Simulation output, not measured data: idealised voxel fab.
Documented hereafter: the process module known as voxel transistor to metal.
This is section cut - it's 210 nm across, gridded in 5 nm square cells.
Each cross-section below is a grid of square cells, stated as bands in top-down order, with one or more rows of cells making up each band.
The band entry comprises the height of the band's top followed by the height of its bottom, expressed in nm, and subsequently the band's materials from left to right, each stated together with its width in nm. Where a single material is marked with the word "throughout", that material fills the band from edge to edge. The word "air" represents empty space.
Counting heights begins at 0, where everything beneath is, in the wafer as received, one material. The lowest band has no bottom; it goes on downwards, as "0 and below" shows.
The two numbers in a width such as "30..40" mark its ends across the band: the first belongs to the top row of cells, the second to the bottom row, and from each row to the next the width moves by the same amount.
Any step labelled "nothing different" changed none of the cells in the cross-section.
The entry "Closed void catalog" lists the empty spaces that cover at least 8 cells and have no open path to the top. Each is written as width x height at distance, where the distance is measured from the left edge and all three values are in nm.
Text after the settings on a step's line: the simulator's own remark on that step.
"overlay nm" denotes, for a step that has a mask, the displacement of the mask to the right of its planned place, with negative values corresponding to the left.

The following list gives the planned process steps
1,RECEIVE, material Si
2,OXIDIZE, depth nm 5
3,CONFORMAL_DEP, material SiN, thk nm 10
4,PATTERN, tone cover, mask id ACTIVE, material resist, width nm 95, thk nm 15, overlay nm 0
5,DIRECTIONAL_ETCH, etch materials SiN, depth nm 10
6,DIRECTIONAL_ETCH, etch materials SiO2, depth nm 5
7,DIRECTIONAL_ETCH, etch materials Si, depth nm 35
8,STRIP, etch materials resist
9,OXIDIZE, depth nm 5
10,FILL_DEP, material SiO2, thk nm 5
11,CMP, height nm 10
12,SELECTIVE_ETCH, etch materials SiO2, depth nm 10
13,STRIP, etch materials SiN
14,SELECTIVE_ETCH, etch materials SiO2, depth nm 5
15,OXIDIZE, depth nm 5
16,DIRECTIONAL_DEP, material polySi, thk nm 25
17,DIRECTIONAL_DEP, material SiCN, thk nm 10
18,MASKED_ETCH, tone cover, mask id GATE, width nm 15, etch materials SiCN, depth nm 20, overlay nm 0
19,MASKED_ETCH, tone cover, mask id GATE, width nm 15, etch materials polySi, depth nm 35, overlay nm 0
20,CONFORMAL_DEP, material SiN, thk nm 10
21,DIRECTIONAL_ETCH, etch materials SiN, depth nm 10
22,DIRECTIONAL_ETCH, etch materials SiO2, depth nm 5
23,DIRECTIONAL_ETCH, etch materials Si, depth nm 10
24,EPI, material nSi, thk nm 15
25,FILL_DEP, material SiO2, thk nm 5
26,CMP, height nm 30
27,DIRECTIONAL_DEP, material SiO2, thk nm 15
28,MASKED_ETCH, tone open, mask id CONTACT, width nm 15, pitch nm 60, etch materials SiO2, depth nm 50, overlay nm 0
29,CONFORMAL_DEP, material TiN, thk nm 5
30,FILL_DEP, material W, thk nm 10
31,CMP, height nm 45
32,DIRECTIONAL_DEP, material TiN, thk nm 5
33,DIRECTIONAL_DEP, material W, thk nm 25
34,PATTERN, tone cover, mask id METAL_1, material resist, width nm 15, pitch nm 60, thk nm 15, overlay nm 0
35,DIRECTIONAL_ETCH, etch materials W, depth nm 25
36,DIRECTIONAL_ETCH, etch materials TiN, depth nm 5
37,STRIP, etch materials resist
38,FILL_DEP, material lowk, thk nm 10
39,CMP, height nm 75
40,CONFORMAL_DEP, material SiN, thk nm 5

As-received wafer cross-section (after step 1)
- 0 and below = Si throughout
- Closed void catalog: none

Cross-section, first of two wafers, end of module, run as planned
- 80 down to 75 = SiN throughout
- 75 down to 50 = lowk 65 nm, then W 15 nm, then lowk 45 nm, then W 15 nm, then lowk 70 nm
- 50 down to 45 = lowk 65 nm, then TiN 15 nm, then lowk 45 nm, then TiN 15 nm, then lowk 70 nm
- 45 down to 30 = SiO2 65 nm, then TiN 5 nm, then W 5 nm, then TiN 5 nm, then SiO2 45 nm, then TiN 5 nm, then W 5 nm, then TiN 5 nm, then SiO2 70 nm
- 30 down to 20 = SiO2 65 nm, then TiN 5 nm, then W 5 nm, then TiN 5 nm, then SiO2 5 nm, then SiN 10 nm, then SiCN 15 nm, then SiN 10 nm, then SiO2 5 nm, then TiN 5 nm, then W 5 nm, then TiN 5 nm, then SiO2 70 nm
- 20 down to 10 = SiO2 65 nm, then TiN 5 nm, then W 5 nm, then TiN 5 nm, then SiO2 5 nm, then SiN 10 nm, then polySi 15 nm, then SiN 10 nm, then SiO2 5 nm, then TiN 5 nm, then W 5 nm, then TiN 5 nm, then SiO2 70 nm
- 10 down to 5 = SiO2 65 nm, then TiN 15 nm, then SiO2 5 nm, then SiN 10 nm, then polySi 15 nm, then SiN 10 nm, then SiO2 5 nm, then TiN 15 nm, then SiO2 70 nm
- 5 down to -5 = SiO2 65 nm, then TiN 5 nm, then nSi 15 nm, then SiN 10 nm, then polySi 15 nm, then SiN 10 nm, then nSi 15 nm, then TiN 5 nm, then SiO2 70 nm
- -5 down to -10 = SiO2 55 nm, then nSi 30 nm, then SiO2 35 nm, then nSi 30 nm, then SiO2 60 nm
- -10 down to -20 = SiO2 60 nm, then nSi 25 nm, then Si 35 nm, then nSi 25 nm, then SiO2 65 nm
- -20 down to -45 = SiO2 60 nm, then Si 85 nm, then SiO2 65 nm
- -45 and below = Si throughout
- Closed void catalog: none

End-of-module cross-section of the second wafer: identical starting point and process plan to the first, with one processing mistake
- 80 down to 75 = SiN throughout
- 75 down to 50 = lowk 65 nm, then W 15 nm, then lowk 45 nm, then W 15 nm, then lowk 70 nm
- 50 down to 45 = lowk 65 nm, then TiN 15 nm, then lowk 45 nm, then TiN 15 nm, then lowk 70 nm
- 45 down to 30 = SiO2 65 nm, then TiN 5 nm, then W 5 nm, then TiN 5 nm, then SiO2 45 nm, then TiN 5 nm, then W 5 nm, then TiN 5 nm, then SiO2 70 nm
- 30 down to 20 = SiO2 65 nm, then TiN 5 nm, then W 5 nm, then TiN 5 nm, then SiO2 5 nm, then SiN 10 nm, then SiCN 15 nm, then SiN 10 nm, then SiO2 5 nm, then TiN 5 nm, then W 5 nm, then TiN 5 nm, then SiO2 70 nm
- 20 down to 15 = SiO2 65 nm, then TiN 5 nm, then W 5 nm, then TiN 5 nm, then SiO2 5 nm, then SiN 10 nm, then polySi 15 nm, then SiN 10 nm, then SiO2 5 nm, then TiN 5 nm, then W 5 nm, then TiN 5 nm, then SiO2 70 nm
- 15 down to 10 = SiO2 65 nm, then TiN 15 nm, then SiO2 5 nm, then SiN 10 nm, then polySi 15 nm, then SiN 10 nm, then SiO2 5 nm, then TiN 15 nm, then SiO2 70 nm
- 10 down to 5 = SiO2 85 nm, then SiN 10 nm, then polySi 15 nm, then SiN 10 nm, then SiO2 90 nm
- 5 down to -5 = SiO2 70 nm, then nSi 15 nm, then SiN 10 nm, then polySi 15 nm, then SiN 10 nm, then nSi 15 nm, then SiO2 75 nm
- -5 down to -10 = SiO2 55 nm, then nSi 30 nm, then SiO2 35 nm, then nSi 30 nm, then SiO2 60 nm
- -10 down to -20 = SiO2 60 nm, then nSi 25 nm, then Si 35 nm, then nSi 25 nm, then SiO2 65 nm
- -20 down to -45 = SiO2 60 nm, then Si 85 nm, then SiO2 65 nm
- -45 and below = Si throughout
- Closed void catalog: none
It is concluded that the wafer was processed incorrectly with respect to the plan, in that execution of plan step 27 occurred twice
Final cells, second wafer relative to first, materials higher or lower: SiO2 +10 | TiN -8 | W -2
